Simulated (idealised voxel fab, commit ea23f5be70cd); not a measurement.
Presented below is a process module, voxel quadruple lines.
The cross-section shown here is cut; it is 150 nm wide and divided into square cells measuring 5 nm on a side.
Format of a cross-section: grid, square cells. Given as bands. Order: top down. Band: one or more rows of cells. Look at the band entry: it leads with the top's height and the bottom's height in nm. Then it lists the materials left to right, with a width in nm for each. The word "throughout" on a single material says that material fills the band edge to edge. The word "blank" is empty space. Height reference: 0 = level under which incoming wafer is all one material. Lowest band: no bottom, runs on downward, e.g. "from 0 down". Graded width ("30 to 40"): value in top row of band = first number; value in bottom row = second number; row-to-row change constant. Reading "nothing altered" for a step: not a cell of the cross-section changed in it. "Fully sealed cavities" means: voids of 8 cells or more that are shut off from the top with no open way through. Written width x height at distance, distance from the left edge, in nm. What comes after the settings on a step's line is commentary from the simulator itself on that step. The "overlay nm" setting may appear on a step's line; for a step that uses a mask, it gives how far to the right of its planned position the mask lay, and a negative value indicates the left.

Process steps - plan:
1,RECEIVE | material Si
2,CONFORMAL_DEP | material Al2O3 | thk nm 10
3,DIRECTIONAL_DEP | material W | thk nm 10
4,DIRECTIONAL_DEP | material polySi | thk nm 20
5,DIRECTIONAL_DEP | material aC | thk nm 20
6,PATTERN | tone cover | mask id MANDREL | material resist | width nm 30 | thk nm 30 | overlay nm 0
7,DIRECTIONAL_ETCH | etch materials aC | depth nm 20
8,STRIP | etch materials resist
9,CONFORMAL_DEP | material SiO2 | thk nm 10
10,DIRECTIONAL_ETCH | etch materials SiO2 | depth nm 10
11,STRIP | etch materials aC
12,DIRECTIONAL_ETCH | etch materials polySi | depth nm 20
13,STRIP | etch materials SiO2
14,CONFORMAL_DEP | material SiCN | thk nm 10
15,DIRECTIONAL_ETCH | etch materials SiCN | depth nm 10
16,STRIP | etch materials polySi
17,DIRECTIONAL_ETCH | etch materials W | depth nm 10
18,STRIP | etch materials SiCN

As received (post step 1): cross-section:
* from 0 down: Si throughout
* Fully sealed cavities: none

End state of the module in cross-section, given the above starting point and plan and one mistake in execution:
* from 10 to 0: 40 nm blank, 10 nm W, 10 nm blank, 10 nm W, 10 nm blank, 10 nm W, 10 nm blank, 10 nm W, 40 nm blank
* from 0 down: Si throughout
* Fully sealed cavities: none
Plan not followed: heads up, step 2 of the plan was skipped and never actually ran
